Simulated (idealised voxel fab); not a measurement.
Process module in this document: voxel trench capacitor
The width of the displayed cross-section, cut, is 285 nm; its cells are square, with a size of 5 nm.
Throughout this document, each cross-section is represented as a grid of square cells and is presented as a sequence of bands enumerated from the top downward, where a band comprises one or more rows of cells. Quick guide to a band line: top height, bottom height (nm) up front; then every material left to right with its width in nm. Only one material and it's marked "everywhere"? Then it fills the band edge to edge. And "air" just means empty space. Heads up on the height convention: 0 is the point under which the incoming wafer is all one material, and the lowest band has no bottom, it just keeps going down, like "0 and below". Width "30->40": first value at the band's top row of cells, second value at its bottom row, equal change from row to row. Given "stayed the same" for a step, no cell of the cross-section differs between before and after that step. Closed-off voids of 8+ cells (no open route to the top) go in "Closed voids list", written width x height at distance from the left edge, in nm. On a step's line, text after the settings is the simulator commenting on that step. What "overlay nm" on a step's line means: if the step has a mask, that mask lay this far to the right of its planned place, or, when the value is negative, to the left.

This section lists the process steps that were planned:
- 1: RECEIVE (material Si)
- 2: CONFORMAL_DEP (material SiN; thk nm 5)
- 3: DIRECTIONAL_DEP (material aC; thk nm 10)
- 4: PATTERN (tone open; mask id TRENCH; material resist; width nm 30; pitch nm 60; thk nm 25; overlay nm 0)
- 5: DIRECTIONAL_ETCH (etch materials aC; depth nm 10)
- 6: STRIP (etch materials resist)
- 7: DIRECTIONAL_ETCH (etch materials SiN; depth nm 5)
- 8: DIRECTIONAL_ETCH (etch materials Si; depth nm 30)
- 9: STRIP (etch materials aC)
- 10: CONFORMAL_DEP (material HfO2; thk nm 5)
- 11: CONFORMAL_DEP (material TiN; thk nm 5)
- 12: FILL_DEP (material W; thk nm 10)
- 13: CMP (height nm 5)

Received-state cross-section, reflecting completion of step 1:
    0 and below  Si everywhere
    Closed voids list: none

The cross-section shown corresponds to the wafer at the conclusion of the module. The initial structure and the process plan are those presented above; however, one mistake occurred in executing the plan:
    25 down to 15  W everywhere
    15 down to 10  TiN (45), then W (10), then TiN (50), then W (10), then TiN (50), then W (10), then TiN (50), then W (10), then TiN (50)
    10 down to 5  HfO2 (40), then TiN (5), then W (10), then TiN (5), then HfO2 (40), then TiN (5), then W (10), then TiN (5), then HfO2 (40), then TiN (5), then W (10), then TiN (5), then HfO2 (40), then TiN (5), then W (10), then TiN (5), then HfO2 (45)
    5 down to 0  SiN (35), then HfO2 (5), then TiN (5), then W (10), then TiN (5), then HfO2 (5), then SiN (30), then HfO2 (5), then TiN (5), then W (10), then TiN (5), then HfO2 (5), then SiN (30), then HfO2 (5), then TiN (5), then W (10), then TiN (5), then HfO2 (5), then SiN (30), then HfO2 (5), then TiN (5), then W (10), then TiN (5), then HfO2 (5), then SiN (40)
    0 down to -20  Si (35), then HfO2 (5), then TiN (5), then W (10), then TiN (5), then HfO2 (5), then Si (30), then HfO2 (5), then TiN (5), then W (10), then TiN (5), then HfO2 (5), then Si (30), then HfO2 (5), then TiN (5), then W (10), then TiN (5), then HfO2 (5), then Si (30), then HfO2 (5), then TiN (5), then W (10), then TiN (5), then HfO2 (5), then Si (40)
    -20 down to -25  Si (35), then HfO2 (5), then TiN (20), then HfO2 (5), then Si (30), then HfO2 (5), then TiN (20), then HfO2 (5), then Si (30), then HfO2 (5), then TiN (20), then HfO2 (5), then Si (30), then HfO2 (5), then TiN (20), then HfO2 (5), then Si (40)
    -25 down to -30  Si (35), then HfO2 (30), then Si (30), then HfO2 (30), then Si (30), then HfO2 (30), then Si (30), then HfO2 (30), then Si (40)
    -30 and below  Si everywhere
    Closed voids list: none
Which mistake was made when the wafer was run? step 13 of the plan was bypassed and not carried out
